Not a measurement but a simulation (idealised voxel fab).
The process module presented herein is designated voxel released beams.
In the cross-section labelled cut, the width is 230 nm and each square cell is 5 nm.
Think of the cross-section as a grid of square cells. We describe it in bands, top to bottom, and each band covers one or more rows of those cells.
In this notation a band is specified by the heights of its top and bottom, in that order and in nm, after which its materials appear from left to right, each paired with its width in nm. The word "everywhere" attached to a single material means that material fills the band from edge to edge; the word "empty" stands for empty space.
Counting heights begins at 0, where everything beneath is, in the wafer as received, one material. The lowest band has no bottom; it goes on downwards, as "0 nm and below" shows.
Graded width ("30 to 40"): value in top row of band = first number; value in bottom row = second number; row-to-row change constant.
"remained the same" (step): cross-section cells unchanged, all of them.
Closed-off voids of 8+ cells (no open route to the top) go in "Closed cavity list", written width x height at distance from the left edge, in nm.
Step line, after settings: the simulator's comment on this step.
A step's line can hold "overlay nm"; with a mask on that step, the setting says how far right of the planned place the mask lay, while a negative setting says it lay to the left.
Quick note on how to read the rest: it's all pairs. You get the cross-section before a process step and the one after, but the after one only goes down as far as the lowest band that changed. The step in between, with its settings, sits under the pair. Heads up, the pairs can come from different runs of this module on the same starting wafer, so don't assume a pair picks up from the one above unless its "Incoming profile" entry says it does.
INCOMING PROFILE
55 nm to 35 nm = resist 70 nm, empty 25 nm, resist 135 nm
35 nm to 25 nm = aC 70 nm, empty 25 nm, aC 135 nm
25 nm to 5 nm = SiO2 everywhere
5 nm to 0 nm = SiN everywhere
0 nm and below = Si everywhere
Closed cavity list: none
RESULTING STRUCTURE
35 nm to 25 nm = aC 70 nm, empty 25 nm, aC 135 nm
All layers under 25 are left as they were.
Closed cavity list: none
Step taken after the before cross-section and before the after cross-section above: STRIP (etch materials resist)
Incoming profile: The pre-step condition corresponds to the post-step cross-section depicted in the pair directly above.
RESULTING STRUCTURE
35 nm to 25 nm = aC 70 nm, empty 25 nm, aC 135 nm
25 nm to 5 nm = SiO2 70 nm, empty 25 nm, SiO2 135 nm
All layers under 5 are left as they were.
Closed cavity list: none
Step taken after the before cross-section and before the after cross-section above: DIRECTIONAL_ETCH (etch materials SiO2; depth nm 20)
Incoming profile: The pre-step condition corresponds to the post-step cross-section depicted in the pair directly above.
RESULTING STRUCTURE
25 nm to 5 nm = SiO2 70 nm, empty 25 nm, SiO2 135 nm
All layers under 5 are left as they were.
Closed cavity list: none
Step taken after the before cross-section and before the after cross-section above: STRIP (etch materials aC)
Incoming profile: The pre-step condition corresponds to the post-step cross-section depicted in the pair directly above.
RESULTING STRUCTURE
35 nm to 25 nm = polySi 80 nm, empty 5 nm, polySi 145 nm
25 nm to 15 nm = SiO2 70 nm, polySi 10 nm, empty 5 nm, polySi 10 nm, SiO2 135 nm
15 nm to 5 nm = SiO2 70 nm, polySi 25 nm, SiO2 135 nm
All layers under 5 are left as they were.
Closed cavity list: none
Step taken after the before cross-section and before the after cross-section above: CONFORMAL_DEP (material polySi; thk nm 10)
Incoming profile: The pre-step condition corresponds to the post-step cross-section depicted in the pair directly above.
RESULTING STRUCTURE
50 nm to 35 nm = aC 80 nm, empty 5 nm, aC 145 nm
35 nm to 30 nm = polySi 80 nm, empty 5 nm, polySi 145 nm
30 nm to 25 nm = polySi 80 nm, aC 5 nm, polySi 145 nm
25 nm to 15 nm = SiO2 70 nm, polySi 10 nm, aC 5 nm, polySi 10 nm, SiO2 135 nm
All layers under 15 are left as they were.
Closed cavity list: none
Step taken after the before cross-section and before the after cross-section above: DIRECTIONAL_DEP (material aC; thk nm 15)
Incoming profile: The pre-step condition corresponds to the post-step cross-section depicted in the pair directly above.
RESULTING STRUCTURE
80 nm to 50 nm = empty 55 nm, resist 110 nm, empty 65 nm
50 nm to 35 nm = aC 80 nm, resist 5 nm, aC 145 nm
35 nm to 30 nm = polySi 80 nm, resist 5 nm, polySi 145 nm
All layers under 30 are left as they were.
Closed cavity list: none
Step taken after the before cross-section and before the after cross-section above: PATTERN (tone cover; mask id BEAM; material resist; width nm 110; thk nm 30; overlay nm 0)
Incoming profile: The pre-step condition corresponds to the post-step cross-section depicted in the pair directly above.
RESULTING STRUCTURE
65 nm to 50 nm = empty 55 nm, resist 110 nm, empty 65 nm
50 nm to 35 nm = empty 55 nm, aC 25 nm, resist 5 nm, aC 80 nm, empty 65 nm
All layers under 35 are left as they were.
Closed cavity list: none
Step taken after the before cross-section and before the after cross-section above: DIRECTIONAL_ETCH (etch materials aC; depth nm 15)
Incoming profile: The pre-step condition corresponds to the post-step cross-section depicted in the pair directly above.
RESULTING STRUCTURE
50 nm to 35 nm = empty 55 nm, aC 25 nm, empty 5 nm, aC 80 nm, empty 65 nm
35 nm to 30 nm = polySi 80 nm, empty 5 nm, polySi 145 nm
All layers under 30 are left as they were.
Closed cavity list: none
Step taken after the before cross-section and before the after cross-section above: STRIP (etch materials resist)
Incoming profile: The pre-step condition corresponds to the post-step cross-section depicted in the pair directly above.
RESULTING STRUCTURE
50 nm to 35 nm = empty 55 nm, aC 25 nm, empty 5 nm, aC 80 nm, empty 65 nm
35 nm to 30 nm = empty 55 nm, polySi 25 nm, empty 5 nm, polySi 80 nm, empty 65 nm
30 nm to 25 nm = empty 55 nm, polySi 25 nm, aC 5 nm, polySi 80 nm, empty 65 nm
All layers under 25 are left as they were.
Closed cavity list: none
Step taken after the before cross-section and before the after cross-section above: DIRECTIONAL_ETCH (etch materials polySi; depth nm 10)
Incoming profile: The pre-step condition corresponds to the post-step cross-section depicted in the pair directly above.
RESULTING STRUCTURE
35 nm to 25 nm = empty 55 nm, polySi 25 nm, empty 5 nm, polySi 80 nm, empty 65 nm
25 nm to 15 nm = SiO2 70 nm, polySi 10 nm, empty 5 nm, polySi 10 nm, SiO2 135 nm
All layers under 15 are left as they were.
Closed cavity list: none
Step taken after the before cross-section and before the after cross-section above: STRIP (etch materials aC)
Incoming profile: The pre-step condition corresponds to the post-step cross-section depicted in the pair directly above.
RESULTING STRUCTURE
35 nm to 25 nm = empty 55 nm, polySi 25 nm, empty 5 nm, polySi 80 nm, empty 65 nm
25 nm to 15 nm = empty 70 nm, polySi 10 nm, empty 5 nm, polySi 10 nm, empty 135 nm
15 nm to 5 nm = empty 70 nm, polySi 25 nm, empty 135 nm
All layers under 5 are left as they were.
Closed cavity list: none
Step taken after the before cross-section and before the after cross-section above: STRIP (etch materials SiO2)
INCOMING PROFILE
25 nm to 5 nm = SiO2 60 nm, empty 25 nm, SiO2 145 nm
5 nm to 0 nm = SiN everywhere
0 nm and below = Si everywhere
Closed cavity list: none
RESULTING STRUCTURE
35 nm to 25 nm = SiN 70 nm, empty 5 nm, SiN 155 nm
25 nm to 15 nm = SiO2 60 nm, SiN 10 nm, empty 5 nm, SiN 10 nm, SiO2 145 nm
15 nm to 5 nm = SiO2 60 nm, SiN 25 nm, SiO2 145 nm
All layers under 5 are left as they were.
Closed cavity list: none
Step taken after the before cross-section and before the after cross-section above: CONFORMAL_DEP (material SiN; thk nm 10)
Incoming profile: The pre-step condition corresponds to the post-step cross-section depicted in the pair directly above.
RESULTING STRUCTURE
50 nm to 35 nm = aC 70 nm, empty 5 nm, aC 155 nm
35 nm to 30 nm = SiN 70 nm, empty 5 nm, SiN 155 nm
30 nm to 25 nm = SiN 70 nm, aC 5 nm, SiN 155 nm
25 nm to 15 nm = SiO2 60 nm, SiN 10 nm, aC 5 nm, SiN 10 nm, SiO2 145 nm
All layers under 15 are left as they were.
Closed cavity list: none
Step taken after the before cross-section and before the after cross-section above: DIRECTIONAL_DEP (material aC; thk nm 15)
Incoming profile: The pre-step condition corresponds to the post-step cross-section depicted in the pair directly above.
RESULTING STRUCTURE
80 nm to 50 nm = empty 55 nm, resist 110 nm, empty 65 nm
50 nm to 35 nm = aC 70 nm, resist 5 nm, aC 155 nm
35 nm to 30 nm = SiN 70 nm, resist 5 nm, SiN 155 nm
All layers under 30 are left as they were.
Closed cavity list: none
Step taken after the before cross-section and before the after cross-section above: PATTERN (tone cover; mask id BEAM; material resist; width nm 110; thk nm 30; overlay nm 0)
Incoming profile: The pre-step condition corresponds to the post-step cross-section depicted in the pair directly above.
RESULTING STRUCTURE
65 nm to 50 nm = empty 55 nm, resist 110 nm, empty 65 nm
50 nm to 35 nm = empty 55 nm, aC 15 nm, resist 5 nm, aC 90 nm, empty 65 nm
All layers under 35 are left as they were.
Closed cavity list: none
Step taken after the before cross-section and before the after cross-section above: DIRECTIONAL_ETCH (etch materials aC; depth nm 15)
Incoming profile: The pre-step condition corresponds to the post-step cross-section depicted in the pair directly above.
RESULTING STRUCTURE
50 nm to 35 nm = empty 55 nm, aC 15 nm, empty 5 nm, aC 90 nm, empty 65 nm
35 nm to 30 nm = SiN 70 nm, empty 5 nm, SiN 155 nm
All layers under 30 are left as they were.
Closed cavity list: none
Step taken after the before cross-section and before the after cross-section above: STRIP (etch materials resist)
Incoming profile: The pre-step condition corresponds to the post-step cross-section depicted in the pair directly above.
RESULTING STRUCTURE
35 nm to 25 nm = SiN 70 nm, empty 5 nm, SiN 155 nm
25 nm to 15 nm = SiO2 60 nm, SiN 10 nm, empty 5 nm, SiN 10 nm, SiO2 145 nm
All layers under 15 are left as they were.
Closed cavity list: none
Step taken after the before cross-section and before the after cross-section above: STRIP (etch materials aC)
INCOMING PROFILE
35 nm to 25 nm = aC everywhere
25 nm to 5 nm = SiO2 everywhere
5 nm to 0 nm = SiN everywhere
0 nm and below = Si everywhere
Closed cavity list: none
RESULTING STRUCTURE
65 nm to 35 nm = empty 60 nm, resist 25 nm, empty 145 nm
All layers under 35 are left as they were.
Closed cavity list: none
Step taken after the before cross-section and before the after cross-section above: PATTERN (tone cover; mask id ANCHOR; material resist; width nm 25; thk nm 30; overlay nm 0)
Incoming profile: The pre-step condition corresponds to the post-step cross-section depicted in the pair directly above.
RESULTING STRUCTURE
55 nm to 35 nm = empty 60 nm, resist 25 nm, empty 145 nm
35 nm to 25 nm = empty 60 nm, aC 25 nm, empty 145 nm
All layers under 25 are left as they were.
Closed cavity list: none
Step taken after the before cross-section and before the after cross-section above: DIRECTIONAL_ETCH (etch materials aC; depth nm 10)
Incoming profile: The pre-step condition corresponds to the post-step cross-section depicted in the pair directly above.
RESULTING STRUCTURE
35 nm to 25 nm = empty 60 nm, aC 25 nm, empty 145 nm
All layers under 25 are left as they were.
Closed cavity list: none
Step taken after the before cross-section and before the after cross-section above: STRIP (etch materials resist)
Incoming profile: The pre-step condition corresponds to the post-step cross-section depicted in the pair directly above.
RESULTING STRUCTURE
35 nm to 25 nm = empty 60 nm, aC 25 nm, empty 145 nm
25 nm to 5 nm = empty 60 nm, SiO2 25 nm, empty 145 nm
All layers under 5 are left as they were.
Closed cavity list: none
Step taken after the before cross-section and before the after cross-section above: DIRECTIONAL_ETCH (etch materials SiO2; depth nm 20)
Incoming profile: The pre-step condition corresponds to the post-step cross-section depicted in the pair directly above.
RESULTING STRUCTURE
25 nm to 5 nm = empty 60 nm, SiO2 25 nm, empty 145 nm
All layers under 5 are left as they were.
Closed cavity list: none
Step taken after the before cross-section and before the after cross-section above: STRIP (etch materials aC)
Incoming profile: The pre-step condition corresponds to the post-step cross-section depicted in the pair directly above.
RESULTING STRUCTURE
35 nm to 25 nm = empty 50 nm, polySi 45 nm, empty 135 nm
25 nm to 15 nm = empty 50 nm, polySi 10 nm, SiO2 25 nm, polySi 10 nm, empty 135 nm
15 nm to 5 nm = polySi 60 nm, SiO2 25 nm, polySi 145 nm
All layers under 5 are left as they were.
Closed cavity list: none
Step taken after the before cross-section and before the after cross-section above: CONFORMAL_DEP (material polySi; thk nm 10)
Incoming profile: The pre-step condition corresponds to the post-step cross-section depicted in the pair directly above.
RESULTING STRUCTURE
50 nm to 35 nm = empty 50 nm, aC 45 nm, empty 135 nm
35 nm to 30 nm = empty 50 nm, polySi 45 nm, empty 135 nm
30 nm to 25 nm = aC 50 nm, polySi 45 nm, aC 135 nm
25 nm to 15 nm = aC 50 nm, polySi 10 nm, SiO2 25 nm, polySi 10 nm, aC 135 nm
All layers under 15 are left as they were.
Closed cavity list: none
Step taken after the before cross-section and before the after cross-section above: DIRECTIONAL_DEP (material aC; thk nm 15)
Incoming profile: The pre-step condition corresponds to the post-step cross-section depicted in the pair directly above.
RESULTING STRUCTURE
80 nm to 50 nm = empty 55 nm, resist 110 nm, empty 65 nm
50 nm to 35 nm = empty 50 nm, aC 45 nm, resist 70 nm, empty 65 nm
35 nm to 30 nm = empty 50 nm, polySi 45 nm, resist 70 nm, empty 65 nm
All layers under 30 are left as they were.
Closed cavity list: none
Step taken after the before cross-section and before the after cross-section above: PATTERN (tone cover; mask id BEAM; material resist; width nm 110; thk nm 30; overlay nm 0)
Incoming profile: The pre-step condition corresponds to the post-step cross-section depicted in the pair directly above.
RESULTING STRUCTURE
65 nm to 50 nm = empty 55 nm, resist 110 nm, empty 65 nm
50 nm to 35 nm = empty 55 nm, aC 40 nm, resist 70 nm, empty 65 nm
35 nm to 30 nm = empty 50 nm, polySi 45 nm, resist 70 nm, empty 65 nm
30 nm to 25 nm = empty 50 nm, polySi 45 nm, aC 70 nm, empty 65 nm
25 nm to 15 nm = empty 50 nm, polySi 10 nm, SiO2 25 nm, polySi 10 nm, aC 70 nm, empty 65 nm
All layers under 15 are left as they were.
Closed cavity list: none
Step taken after the before cross-section and before the after cross-section above: DIRECTIONAL_ETCH (etch materials aC; depth nm 15)
Incoming profile: The pre-step condition corresponds to the post-step cross-section depicted in the pair directly above.
RESULTING STRUCTURE
50 nm to 35 nm = empty 55 nm, aC 40 nm, empty 135 nm
35 nm to 30 nm = empty 50 nm, polySi 45 nm, empty 135 nm
All layers under 30 are left as they were.
Closed cavity list: none
Step taken after the before cross-section and before the after cross-section above: STRIP (etch materials resist)
Incoming profile: The pre-step condition corresponds to the post-step cross-section depicted in the pair directly above.
RESULTING STRUCTURE
50 nm to 35 nm = empty 55 nm, aC 40 nm, empty 135 nm
35 nm to 30 nm = empty 55 nm, polySi 40 nm, empty 135 nm
30 nm to 25 nm = empty 55 nm, polySi 40 nm, aC 70 nm, empty 65 nm
25 nm to 15 nm = empty 50 nm, polySi 10 nm, SiO2 25 nm, polySi 10 nm, aC 70 nm, empty 65 nm
15 nm to 5 nm = empty 50 nm, polySi 10 nm, SiO2 25 nm, polySi 80 nm, empty 65 nm
All layers under 5 are left as they were.
Closed cavity list: none
Step taken after the before cross-section and before the after cross-section above: DIRECTIONAL_ETCH (etch materials polySi; depth nm 10)
Incoming profile: The pre-step condition corresponds to the post-step cross-section depicted in the pair directly above.
RESULTING STRUCTURE
35 nm to 25 nm = empty 55 nm, polySi 40 nm, empty 135 nm
25 nm to 15 nm = empty 50 nm, polySi 10 nm, SiO2 25 nm, polySi 10 nm, empty 135 nm
All layers under 15 are left as they were.
Closed cavity list: none
Step taken after the before cross-section and before the after cross-section above: STRIP (etch materials aC)
